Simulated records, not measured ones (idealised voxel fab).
The process module presented herein is designated voxel wiring stack.
FYI the section here is cut, 300 nm wide, cells are 5 nm squares.
Cross-sections here: square-cell grids, written as top-down lists of bands, a band being one or more rows of cells. Per band: top height and bottom height in nm, followed by the left-to-right materials and their widths in nm; "edge to edge" marks a single material spanning edge to edge, "blank" marks empty space. Heights are reckoned from 0. Under this level, the received wafer is all of one material. The bottommost band is open-ended downward, for example "0..down". A width such as "30->40" changes by the same amount from each row of cells to the next, from the band's top row to its bottom row. "remains unaltered" for a step: no cell of the cross-section changed in that step. Voids not open to the top, 8 cells minimum: see "Closed internal voids". Written width x height at distance; distance is from the left edge; nm. That trailing text on a step's line, after the settings, is the simulator's own remark on the step. What "overlay nm" on a step's line means: if the step has a mask, that mask lay this far to the right of its planned place, or, when the value is negative, to the left.
List of planned process steps
1: RECEIVE: material Si
2: CONFORMAL_DEP: material SiO2, thk nm 15
3: DIRECTIONAL_DEP: material TiN, thk nm 5
4: DIRECTIONAL_DEP: material Ru, thk nm 25
5: PATTERN: tone cover, mask id METAL_1, material resist, width nm 30, pitch nm 45, thk nm 20, overlay nm 0
6: DIRECTIONAL_ETCH: etch materials Ru, depth nm 25
7: DIRECTIONAL_ETCH: etch materials TiN, depth nm 5
8: STRIP: etch materials resist
9: CONFORMAL_DEP: material SiN, thk nm 5
10: FILL_DEP: material lowk, thk nm 10
11: CMP: height nm 45
12: CONFORMAL_DEP: material SiCN, thk nm 5
13: DIRECTIONAL_DEP: material lowk, thk nm 30
14: MASKED_ETCH: tone open, mask id METAL_2_HOLES, width nm 15, pitch nm 45, etch materials lowk, depth nm 30, overlay nm 0
15: MASKED_ETCH: tone open, mask id METAL_2, width nm 30, pitch nm 45, etch materials lowk, depth nm 15, overlay nm 0
16: MASKED_ETCH: tone open, mask id METAL_2, width nm 30, pitch nm 45, etch materials SiCN, depth nm 5, overlay nm 0
17: CONFORMAL_DEP: material TiN, thk nm 5
18: FILL_DEP: material Cu, thk nm 10
19: CMP: height nm 80
20: CONFORMAL_DEP: material SiCN, thk nm 5
21: DIRECTIONAL_DEP: material SiO2, thk nm 30
22: PATTERN: tone open, mask id METAL_3, material resist, width nm 30, pitch nm 45, thk nm 20, overlay nm 0
23: DIRECTIONAL_ETCH: etch materials SiO2, depth nm 15
24: STRIP: etch materials resist
25: MASKED_ETCH: tone open, mask id METAL_3_HOLES, width nm 15, pitch nm 45, etch materials SiO2, depth nm 15, overlay nm 0
26: MASKED_ETCH: tone open, mask id METAL_3_HOLES, width nm 15, pitch nm 45, etch materials SiCN, depth nm 5, overlay nm 0
27: CONFORMAL_DEP: material TiN, thk nm 5
28: FILL_DEP: material Cu, thk nm 10
29: CMP: height nm 115
30: CONFORMAL_DEP: material SiN, thk nm 5
Cross-section of the incoming wafer, state after step 1
> 0..down: Si edge to edge
> Closed internal voids: none
A wafer at the end: this start, this plan, one mistake
> 120..115: SiN edge to edge
> 115..105: SiO2 65 nm  TiN 5 nm  Cu 20 nm  TiN 5 nm  SiO2 15 nm  TiN 5 nm  Cu 20 nm  TiN 5 nm  SiO2 15 nm  TiN 5 nm  Cu 20 nm  TiN 5 nm  SiO2 15 nm  TiN 5 nm  Cu 20 nm  TiN 5 nm  SiO2 70 nm
> 105..100: SiO2 65 nm  TiN 5 nm  Cu 5 nm  TiN 20 nm  SiO2 15 nm  TiN 5 nm  Cu 5 nm  TiN 20 nm  SiO2 15 nm  TiN 5 nm  Cu 5 nm  TiN 20 nm  SiO2 15 nm  TiN 5 nm  Cu 5 nm  TiN 20 nm  SiO2 70 nm
> 100..85: SiO2 65 nm  TiN 5 nm  Cu 5 nm  TiN 5 nm  SiO2 30 nm  TiN 5 nm  Cu 5 nm  TiN 5 nm  SiO2 30 nm  TiN 5 nm  Cu 5 nm  TiN 5 nm  SiO2 30 nm  TiN 5 nm  Cu 5 nm  TiN 5 nm  SiO2 85 nm
> 85..80: SiCN 65 nm  TiN 15 nm  SiCN 30 nm  TiN 15 nm  SiCN 30 nm  TiN 15 nm  SiCN 30 nm  TiN 15 nm  SiCN 85 nm
> 80..70: lowk 65 nm  TiN 5 nm  Cu 20 nm  TiN 5 nm  lowk 15 nm  TiN 5 nm  Cu 20 nm  TiN 5 nm  lowk 15 nm  TiN 5 nm  Cu 20 nm  TiN 5 nm  lowk 15 nm  TiN 5 nm  Cu 20 nm  TiN 5 nm  lowk 70 nm
> 70..65: lowk 65 nm  TiN 5 nm  Cu 5 nm  TiN 20 nm  lowk 15 nm  TiN 5 nm  Cu 5 nm  TiN 20 nm  lowk 15 nm  TiN 5 nm  Cu 5 nm  TiN 20 nm  lowk 15 nm  TiN 5 nm  Cu 5 nm  TiN 20 nm  lowk 70 nm
> 65..50: lowk 65 nm  TiN 5 nm  Cu 5 nm  TiN 5 nm  lowk 30 nm  TiN 5 nm  Cu 5 nm  TiN 5 nm  lowk 30 nm  TiN 5 nm  Cu 5 nm  TiN 5 nm  lowk 30 nm  TiN 5 nm  Cu 5 nm  TiN 5 nm  lowk 85 nm
> 50..45: SiCN 65 nm  TiN 15 nm  SiCN 30 nm  TiN 15 nm  SiCN 30 nm  TiN 15 nm  SiCN 30 nm  TiN 15 nm  SiCN 85 nm
> 45..35: lowk 60 nm  SiN 5 nm  Ru 30 nm  SiN 5 nm  lowk 5 nm  SiN 5 nm  Ru 30 nm  SiN 5 nm  lowk 5 nm  SiN 5 nm  Ru 30 nm  SiN 5 nm  lowk 5 nm  SiN 5 nm  Ru 30 nm  SiN 5 nm  lowk 65 nm
> 35..30: SiN 65 nm  TiN 30 nm  SiN 15 nm  TiN 30 nm  SiN 15 nm  TiN 30 nm  SiN 15 nm  TiN 30 nm  SiN 70 nm
> 30..0: SiO2 edge to edge
> 0..down: Si edge to edge
> Closed internal voids: none
It is concluded that the wafer was processed incorrectly with respect to the plan, in that step 2 of the plan was performed twice
